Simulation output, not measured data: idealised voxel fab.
The name of this process module is voxel spacer lines.
The cross-section on display is named cut; it measures 165 nm wide, and its cells are 5 nm squares.
We lay out every cross-section as a grid of square cells and spell it out in bands from the top down, where one band means one or more rows of cells. Top height, bottom height, nm. Materials left to right, width each, nm. Single material + "full width" = fills band edge to edge. "empty" = empty. It should be noted that heights are counted from 0, beneath which the wafer as supplied is of one material throughout, and that the lowest band possesses no lower boundary but continues downward, as written in "0..down". Quick explanation for "30->40": the width changes in equal steps down the rows of cells, from the first number in the band's top row to the second number in its bottom row. Reading "same as before" for a step: not a cell of the cross-section changed in it. In "Enclosed cavity list" the enclosed voids are listed, meaning empty spaces of 8 cells or larger without any opening to the top. The form is width x height at distance, distance from the left edge, units nm. Text after the settings on a step's line: the simulator's own remark on that step. What "overlay nm" on a step's line means: if the step has a mask, that mask lay this far to the right of its planned place, or, when the value is negative, to the left.
Steps planned for the process
1: op RECEIVE | material Si
2: op CONFORMAL_DEP | material Al2O3 | thk nm 5
3: op DIRECTIONAL_DEP | material polySi | thk nm 15
4: op DIRECTIONAL_DEP | material aC | thk nm 25
5: op PATTERN | tone cover | mask id MANDREL | material resist | width nm 20 | pitch nm 60 | thk nm 30 | overlay nm -15
6: op DIRECTIONAL_ETCH | etch materials aC | depth nm 25
7: op STRIP | etch materials resist
8: op CONFORMAL_DEP | material SiO2 | thk nm 10
9: op DIRECTIONAL_ETCH | etch materials SiO2 | depth nm 10
10: op STRIP | etch materials aC
11: op DIRECTIONAL_ETCH | etch materials polySi | depth nm 15
12: op STRIP | etch materials SiO2
Every wafer here starts from the same state; it is the step 5 overlay nm that distinguishes them, and the value the plan gives belongs to the first wafer.
So this is the first of several wafers, cross-sectioned as it came to us, meaning it's at the end of step 1
  0..down: Si full width
  Enclosed cavity list: none
Here's the first of several wafers in cross-section, end of the module, after the last step, step 12
  20..5: empty (15); polySi (10); empty (20); polySi (10); empty (20); polySi (10); empty (20); polySi (10); empty (50)
  5..0: Al2O3 full width
  0..down: Si full width
  Enclosed cavity list: none
Here we cross-sectioned the last of the wafers once the module was done
  20..5: empty (45); polySi (10); empty (20); polySi (10); empty (20); polySi (10); empty (20); polySi (10); empty (20)
  5..0: Al2O3 full width
  0..down: Si full width
  Enclosed cavity list: none
Wafer rows, end of module: cells per material gained (+) or lost (-) since receipt; closed voids last
overlay nm -15; +33 Al2O3; +24 polySi; Enclosed cavity list: none
overlay nm -10; +33 Al2O3; +24 polySi; Enclosed cavity list: none
overlay nm -5; +33 Al2O3; +24 polySi; Enclosed cavity list: none
overlay nm 0; +33 Al2O3; +24 polySi; Enclosed cavity list: none
overlay nm 5; +33 Al2O3; +24 polySi; Enclosed cavity list: none
overlay nm 10; +33 Al2O3; +24 polySi; Enclosed cavity list: none
overlay nm 15; +33 Al2O3; +24 polySi; Enclosed cavity list: none
